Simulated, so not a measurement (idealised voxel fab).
process module | voxel self aligned vias
cross-section cut | 245 nm wide | cells 5 nm
A cross-section is a grid of square cells, given in bands from the top down. A band is one or more rows of cells.
Each band's line starts with the height of the band's top and of its bottom, in nm. Then come its materials from left to right, each with its width in nm. One material with "throughout" fills the band from edge to edge. "air" is empty space.
Height 0 is the level under which the wafer as received is all one material. The lowest band goes on downwards, as in "0 down".
A width such as "30 to 40" changes by the same amount from each row of cells to the next, from the band's top row to its bottom row.
"no change" after a step means that no cell of the cross-section changed.
closed voids: empty space of 8 cells or more with no open way to the top, each as width x height at its distance from the left edge, in nm
after a step's settings: what the simulator itself notes on the step
overlay nm, on a step with a mask: how far to the right of its planned place the mask lay; to the left if negative
plan
1 op RECEIVE | material Si
2 op CONFORMAL_DEP | material SiO2 | thk nm 15
3 op CONFORMAL_DEP | material SiCN | thk nm 5
4 op DIRECTIONAL_DEP | material lowk | thk nm 25
5 op DIRECTIONAL_DEP | material aC | thk nm 15
6 op PATTERN | tone open | mask id LINES | material resist | width nm 20 | pitch nm 70 | thk nm 30 | overlay nm 0
7 op DIRECTIONAL_ETCH | etch materials aC | depth nm 15
8 op STRIP | etch materials resist
9 op DIRECTIONAL_ETCH | etch materials lowk | depth nm 25
10 op STRIP | etch materials aC
11 op CONFORMAL_DEP | material TiN | thk nm 5
12 op FILL_DEP | material W | thk nm 10
13 op CMP | height nm 45
14 op SELECTIVE_ETCH | etch materials W Ru TiN | depth nm 10
15 op FILL_DEP | material SiN | thk nm 5
16 op CMP | height nm 45
17 op DIRECTIONAL_DEP | material lowk | thk nm 20
18 op DIRECTIONAL_DEP | material aC | thk nm 15
19 op PATTERN | tone open | mask id VIAS | material resist | width nm 40 | pitch nm 70 | thk nm 35 | overlay nm 0
20 op DIRECTIONAL_ETCH | etch materials aC | depth nm 15
21 op STRIP | etch materials resist
22 op DIRECTIONAL_ETCH | etch materials lowk | depth nm 20
23 op DIRECTIONAL_ETCH | etch materials SiN | depth nm 10
24 op STRIP | etch materials aC
25 op CONFORMAL_DEP | material TiN | thk nm 5
26 op FILL_DEP | material Cu | thk nm 5
27 op CMP | height nm 65
28 op CONFORMAL_DEP | material SiCN | thk nm 5
as received, after step 1
  0 down: Si throughout
  closed voids: none
first wafer at the end, as planned
  70 to 65: SiCN throughout
  65 to 50: lowk 30 | TiN 5 | Cu 30 | TiN 5 | lowk 30 | TiN 5 | Cu 30 | TiN 5 | lowk 30 | TiN 5 | Cu 30 | TiN 5 | lowk 35
  50 to 40: lowk 30 to 40 | TiN 15 to 5 | Cu 10 | TiN 15 to 5 | lowk 30 to 50 | TiN 15 to 5 | Cu 10 | TiN 15 to 5 | lowk 30 to 50 | TiN 15 to 5 | Cu 10 | TiN 15 to 5 | lowk 35 to 45
  40 to 35: lowk 40 | TiN 20 | lowk 50 | TiN 20 | lowk 50 | TiN 20 | lowk 45
  35 to 25: lowk 40 | TiN 5 | W 10 | TiN 5 | lowk 50 | TiN 5 | W 10 | TiN 5 | lowk 50 | TiN 5 | W 10 | TiN 5 | lowk 45
  25 to 20: lowk 40 | TiN 20 | lowk 50 | TiN 20 | lowk 50 | TiN 20 | lowk 45
  20 to 15: SiCN throughout
  15 to 0: SiO2 throughout
  0 down: Si throughout
  closed voids: none
second wafer at the end: like start, like plan, one mistake
  70 to 65: SiCN throughout
  65 to 60: lowk 30 | TiN 15 | Cu 10 | TiN 15 | lowk 30 | TiN 15 | Cu 10 | TiN 15 | lowk 30 | TiN 15 | Cu 10 | TiN 15 | lowk 35
  60 to 45: lowk 30 | TiN 40 | lowk 30 | TiN 40 | lowk 30 | TiN 40 | lowk 35
  45 to 35: lowk 40 | TiN 20 | lowk 50 | TiN 20 | lowk 50 | TiN 20 | lowk 45
  35 to 25: lowk 40 | TiN 5 | W 10 | TiN 5 | lowk 50 | TiN 5 | W 10 | TiN 5 | lowk 50 | TiN 5 | W 10 | TiN 5 | lowk 45
  25 to 20: lowk 40 | TiN 20 | lowk 50 | TiN 20 | lowk 50 | TiN 20 | lowk 45
  20 to 15: SiCN throughout
  15 to 0: SiO2 throughout
  0 down: Si throughout
  closed voids: none
what went wrong: step 25 ran as: op CONFORMAL_DEP | material TiN | thk nm 15
at the end the second wafer has, in cells: 60 fewer of Cu | 60 more of TiN
